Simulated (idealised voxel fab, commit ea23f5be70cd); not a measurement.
process module | voxel trench capacitor
cross-section cut | 280 nm wide | cells 5 nm
A cross-section is a grid of square cells, given in bands from the top down. A band is one or more rows of cells.
Each band's line starts with the height of the band's top and of its bottom, in nm. Then come its materials from left to right, each with its width in nm. One material with "throughout" fills the band from edge to edge. "air" is empty space.
Height 0 is the level under which the wafer as received is all one material. The lowest band goes on downwards, as in "0 down".
A width such as "30 to 40" changes by the same amount from each row of cells to the next, from the band's top row to its bottom row.
"no change" after a step means that no cell of the cross-section changed.
closed voids: empty space of 8 cells or more with no open way to the top, each as width x height at its distance from the left edge, in nm
after a step's settings: what the simulator itself notes on the step
overlay nm, on a step with a mask: how far to the right of its planned place the mask lay; to the left if negative
plan
1 op RECEIVE | material Si
2 op CONFORMAL_DEP | material SiN | thk nm 10
3 op DIRECTIONAL_DEP | material aC | thk nm 15
4 op PATTERN | tone open | mask id TRENCH | material resist | width nm 30 | pitch nm 45 | thk nm 35 | overlay nm 0
5 op DIRECTIONAL_ETCH | etch materials aC | depth nm 15
6 op STRIP | etch materials resist
7 op DIRECTIONAL_ETCH | etch materials SiN | depth nm 10
8 op DIRECTIONAL_ETCH | etch materials Si | depth nm 30
9 op STRIP | etch materials aC
10 op CONFORMAL_DEP | material HfO2 | thk nm 5
11 op CONFORMAL_DEP | material TiN | thk nm 5
12 op FILL_DEP | material W | thk nm 10
13 op CMP | height nm 10
first wafer, as planned
as received, after step 1
  0 down: Si throughout
  closed voids: none
after step 2
  10 to 0: SiN throughout
  below 0: unchanged
after step 3
  25 to 10: aC throughout
  below 10: unchanged
after step 4
  60 to 25: resist 100 | air 30 | resist 15 | air 30 | resist 105
  below 25: unchanged
after step 5
  45 to 25: resist 100 | air 30 | resist 15 | air 30 | resist 105
  25 to 10: aC 100 | air 30 | aC 15 | air 30 | aC 105
  below 10: unchanged
after step 6
  25 to 10: aC 100 | air 30 | aC 15 | air 30 | aC 105
  below 10: unchanged
after step 7
  25 to 10: aC 100 | air 30 | aC 15 | air 30 | aC 105
  10 to 0: SiN 100 | air 30 | SiN 15 | air 30 | SiN 105
  below 0: unchanged
after step 8
  25 to 10: aC 100 | air 30 | aC 15 | air 30 | aC 105
  10 to 0: SiN 100 | air 30 | SiN 15 | air 30 | SiN 105
  0 to -30: Si 100 | air 30 | Si 15 | air 30 | Si 105
  below -30: unchanged
after step 9
  10 to 0: SiN 100 | air 30 | SiN 15 | air 30 | SiN 105
  below 0: unchanged
after step 10
  15 to 10: HfO2 105 | air 20 | HfO2 25 | air 20 | HfO2 110
  10 to 0: SiN 100 | HfO2 5 | air 20 | HfO2 5 | SiN 15 | HfO2 5 | air 20 | HfO2 5 | SiN 105
  0 to -25: Si 100 | HfO2 5 | air 20 | HfO2 5 | Si 15 | HfO2 5 | air 20 | HfO2 5 | Si 105
  -25 to -30: Si 100 | HfO2 30 | Si 15 | HfO2 30 | Si 105
  below -30: unchanged
after step 11
  20 to 15: TiN 110 | air 10 | TiN 35 | air 10 | TiN 115
  15 to 10: HfO2 105 | TiN 5 | air 10 | TiN 5 | HfO2 25 | TiN 5 | air 10 | TiN 5 | HfO2 110
  10 to 0: SiN 100 | HfO2 5 | TiN 5 | air 10 | TiN 5 | HfO2 5 | SiN 15 | HfO2 5 | TiN 5 | air 10 | TiN 5 | HfO2 5 | SiN 105
  0 to -20: Si 100 | HfO2 5 | TiN 5 | air 10 | TiN 5 | HfO2 5 | Si 15 | HfO2 5 | TiN 5 | air 10 | TiN 5 | HfO2 5 | Si 105
  -20 to -25: Si 100 | HfO2 5 | TiN 20 | HfO2 5 | Si 15 | HfO2 5 | TiN 20 | HfO2 5 | Si 105
  below -25: unchanged
after step 12
  30 to 20: W throughout
  20 to 15: TiN 110 | W 10 | TiN 35 | W 10 | TiN 115
  15 to 10: HfO2 105 | TiN 5 | W 10 | TiN 5 | HfO2 25 | TiN 5 | W 10 | TiN 5 | HfO2 110
  10 to 0: SiN 100 | HfO2 5 | TiN 5 | W 10 | TiN 5 | HfO2 5 | SiN 15 | HfO2 5 | TiN 5 | W 10 | TiN 5 | HfO2 5 | SiN 105
  0 to -20: Si 100 | HfO2 5 | TiN 5 | W 10 | TiN 5 | HfO2 5 | Si 15 | HfO2 5 | TiN 5 | W 10 | TiN 5 | HfO2 5 | Si 105
  below -20: unchanged
after step 13
  10 to 0: SiN 100 | HfO2 5 | TiN 5 | W 10 | TiN 5 | HfO2 5 | SiN 15 | HfO2 5 | TiN 5 | W 10 | TiN 5 | HfO2 5 | SiN 105
  below 0: unchanged
second wafer: like start, like plan, one mistake. Through step 3 it matches the first wafer
when step 4 should have ended
  60 to 25: air 100 | resist 30 | air 15 | resist 30 | air 105
  below 25: unchanged
when step 5 should have ended
  45 to 25: air 100 | resist 30 | air 15 | resist 30 | air 105
  25 to 10: air 100 | aC 30 | air 15 | aC 30 | air 105
  below 10: unchanged
when step 6 should have ended
  25 to 10: air 100 | aC 30 | air 15 | aC 30 | air 105
  below 10: unchanged
when step 7 should have ended
  25 to 10: air 100 | aC 30 | air 15 | aC 30 | air 105
  10 to 0: air 100 | SiN 30 | air 15 | SiN 30 | air 105
  below 0: unchanged
when step 8 should have ended
  25 to 10: air 100 | aC 30 | air 15 | aC 30 | air 105
  10 to 0: air 100 | SiN 30 | air 15 | SiN 30 | air 105
  0 to -30: air 100 | Si 30 | air 15 | Si 30 | air 105
  below -30: unchanged
when step 9 should have ended
  10 to 0: air 100 | SiN 30 | air 15 | SiN 30 | air 105
  below 0: unchanged
when step 10 should have ended
  15 to 10: air 95 | HfO2 40 | air 5 | HfO2 40 | air 100
  10 to 0: air 95 | HfO2 5 | SiN 30 | HfO2 5 | air 5 | HfO2 5 | SiN 30 | HfO2 5 | air 100
  0 to -25: air 95 | HfO2 5 | Si 30 | HfO2 5 | air 5 | HfO2 5 | Si 30 | HfO2 5 | air 100
  -25 to -30: HfO2 100 | Si 30 | HfO2 15 | Si 30 | HfO2 105
  below -30: unchanged
when step 11 should have ended
  20 to 15: air 90 | TiN 95 | air 95
  15 to 10: air 90 | TiN 5 | HfO2 40 | TiN 5 | HfO2 40 | TiN 5 | air 95
  10 to 0: air 90 | TiN 5 | HfO2 5 | SiN 30 | HfO2 5 | TiN 5 | HfO2 5 | SiN 30 | HfO2 5 | TiN 5 | air 95
  0 to -20: air 90 | TiN 5 | HfO2 5 | Si 30 | HfO2 5 | TiN 5 | HfO2 5 | Si 30 | HfO2 5 | TiN 5 | air 95
  -20 to -25: TiN 95 | HfO2 5 | Si 30 | HfO2 5 | TiN 5 | HfO2 5 | Si 30 | HfO2 5 | TiN 100
  below -25: unchanged
when step 12 should have ended
  30 to 20: W throughout
  20 to 15: W 90 | TiN 95 | W 95
  15 to 10: W 90 | TiN 5 | HfO2 40 | TiN 5 | HfO2 40 | TiN 5 | W 95
  10 to 0: W 90 | TiN 5 | HfO2 5 | SiN 30 | HfO2 5 | TiN 5 | HfO2 5 | SiN 30 | HfO2 5 | TiN 5 | W 95
  0 to -20: W 90 | TiN 5 | HfO2 5 | Si 30 | HfO2 5 | TiN 5 | HfO2 5 | Si 30 | HfO2 5 | TiN 5 | W 95
  below -20: unchanged
when step 13 should have ended
  10 to 0: W 90 | TiN 5 | HfO2 5 | SiN 30 | HfO2 5 | TiN 5 | HfO2 5 | SiN 30 | HfO2 5 | TiN 5 | W 95
  below 0: unchanged
what went wrong: step 4 ran as: op PATTERN | tone cover | mask id TRENCH | material resist | width nm 30 | pitch nm 45 | thk nm 35 | overlay nm 0
at the end the second wafer has, in cells: 32 more of HfO2 | 192 fewer of Si | 64 fewer of SiN | 26 more of TiN | 198 more of W
